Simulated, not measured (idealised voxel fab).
A process module follows: voxel air gaps.
The cross-section on display is named cut; it measures 285 nm wide, and its cells are 5 nm squares.
A cross-section in this document is a grid of square cells, and it is written down as bands, the top band listed before the ones below it; a band is made up of one or more rows of cells.
A band entry consists of two parts. The first gives the height of the band's top and the height of its bottom, in nm. The rest lists the band's materials from left to right, each with its width in nm. A single material labelled with the word "everywhere" fills the band from edge to edge, and the word "air" marks empty space.
Note: height 0 marks the level under which the wafer is uniformly one material as received. Lowest band unbounded below, written "0 and below".
With a width like "30->40", each row of cells in the band differs from the next by the same amount, the top row carrying the first number and the bottom row the second.
For the purposes of this document, the phrase "remained unchanged" attached to a step denotes that no cell within the cross-section was modified by that step.
Any empty space of 8 cells or more lacking an open way to the top shows up in "Trapped voids" as width x height at distance, distance from the left edge, in nm.
Note: text after step settings on the step line = simulator remark on that step.
"overlay nm" answers the question of how far to the right of plan the mask lay on a step that has a mask, and when it is negative the answer is to the left.
Planned step list for the process
1. RECEIVE: material Si
2. CONFORMAL_DEP: material SiO2, thk nm 15
3. CONFORMAL_DEP: material SiN, thk nm 5
4. DIRECTIONAL_DEP: material lowk, thk nm 30
5. MASKED_ETCH: tone open, mask id LINES, width nm 20, pitch nm 50, etch materials lowk, depth nm 30, overlay nm 0
6. CONFORMAL_DEP: material TiN, thk nm 5
7. FILL_DEP: material Cu, thk nm 10
8. CMP: height nm 50
9. EPI: material Ru, thk nm 10
10. SELECTIVE_ETCH: etch materials lowk, depth nm 40
11. CONFORMAL_DEP: material SiN, thk nm 5
What sets these wafers apart? The thk nm at step 3. They all start alike, and the plan carries the first wafer's value.
Received condition of the first of several wafers, sectioned: post-step 1
> 0 and below = Si everywhere
> Trapped voids: none
Module finished, last step 11 done: cross-section of the first of several wafers
> 65 down to 60 = 40 of air, 200 of SiN, 45 of air
> 60 down to 50 = 40 of air, 5 of SiN, 40 of Ru, 10 of SiN, 40 of Ru, 10 of SiN, 40 of Ru, 10 of SiN, 40 of Ru, 5 of SiN, 45 of air
> 50 down to 45 = 40 of air, 15 of SiN, 5 of TiN, 10 of Cu, 5 of TiN, 30 of SiN, 5 of TiN, 10 of Cu, 5 of TiN, 30 of SiN, 5 of TiN, 10 of Cu, 5 of TiN, 30 of SiN, 5 of TiN, 10 of Cu, 5 of TiN, 15 of SiN, 45 of air
> 45 down to 25 = 50 of air, 5 of SiN, 5 of TiN, 10 of Cu, 5 of TiN, 5 of SiN, 20 of air, 5 of SiN, 5 of TiN, 10 of Cu, 5 of TiN, 5 of SiN, 20 of air, 5 of SiN, 5 of TiN, 10 of Cu, 5 of TiN, 5 of SiN, 20 of air, 5 of SiN, 5 of TiN, 10 of Cu, 5 of TiN, 5 of SiN, 55 of air
> 25 down to 20 = 55 of SiN, 20 of TiN, 30 of SiN, 20 of TiN, 30 of SiN, 20 of TiN, 30 of SiN, 20 of TiN, 60 of SiN
> 20 down to 15 = SiN everywhere
> 15 down to 0 = SiO2 everywhere
> 0 and below = Si everywhere
> Trapped voids: 20 x 20 at 80; 20 x 20 at 130; 20 x 20 at 180
Final wafer of several, shown in cross-section at the end of the module
> 65 down to 60 = 40 of air, 200 of SiN, 45 of air
> 60 down to 50 = 40 of air, 5 of SiN, 40 of Ru, 10 of SiN, 40 of Ru, 10 of SiN, 40 of Ru, 10 of SiN, 40 of Ru, 5 of SiN, 45 of air
> 50 down to 45 = 40 of air, 15 of SiN, 5 of TiN, 10 of Cu, 5 of TiN, 30 of SiN, 5 of TiN, 10 of Cu, 5 of TiN, 30 of SiN, 5 of TiN, 10 of Cu, 5 of TiN, 30 of SiN, 5 of TiN, 10 of Cu, 5 of TiN, 15 of SiN, 45 of air
> 45 down to 40 = 50 of air, 5 of SiN, 5 of TiN, 10 of Cu, 5 of TiN, 5 of SiN, 20 of air, 5 of SiN, 5 of TiN, 10 of Cu, 5 of TiN, 5 of SiN, 20 of air, 5 of SiN, 5 of TiN, 10 of Cu, 5 of TiN, 5 of SiN, 20 of air, 5 of SiN, 5 of TiN, 10 of Cu, 5 of TiN, 5 of SiN, 55 of air
> 40 down to 35 = 55 of SiN, 20 of TiN, 30 of SiN, 20 of TiN, 30 of SiN, 20 of TiN, 30 of SiN, 20 of TiN, 60 of SiN
> 35 down to 15 = SiN everywhere
> 15 down to 0 = SiO2 everywhere
> 0 and below = Si everywhere
> Trapped voids: none
Quick key for the table: a row per wafer, taken at the end of the module. For each material it tells you how many cells the wafer gained (+) or lost (-) since it came in, and the closed voids come after
thk nm 5, +40 Cu, +64 Ru, +210 SiN, +171 SiO2, +56 TiN, Trapped voids: 20 x 20 at 80; 20 x 20 at 130; 20 x 20 at 180
thk nm 10, +32 Cu, +64 Ru, +259 SiN, +171 SiO2, +48 TiN, Trapped voids: 20 x 15 at 80; 20 x 15 at 130; 20 x 15 at 180
thk nm 15, +24 Cu, +64 Ru, +308 SiN, +171 SiO2, +40 TiN, Trapped voids: 20 x 10 at 80; 20 x 10 at 130; 20 x 10 at 180
thk nm 20, +16 Cu, +64 Ru, +357 SiN, +171 SiO2, +32 TiN, Trapped voids: none
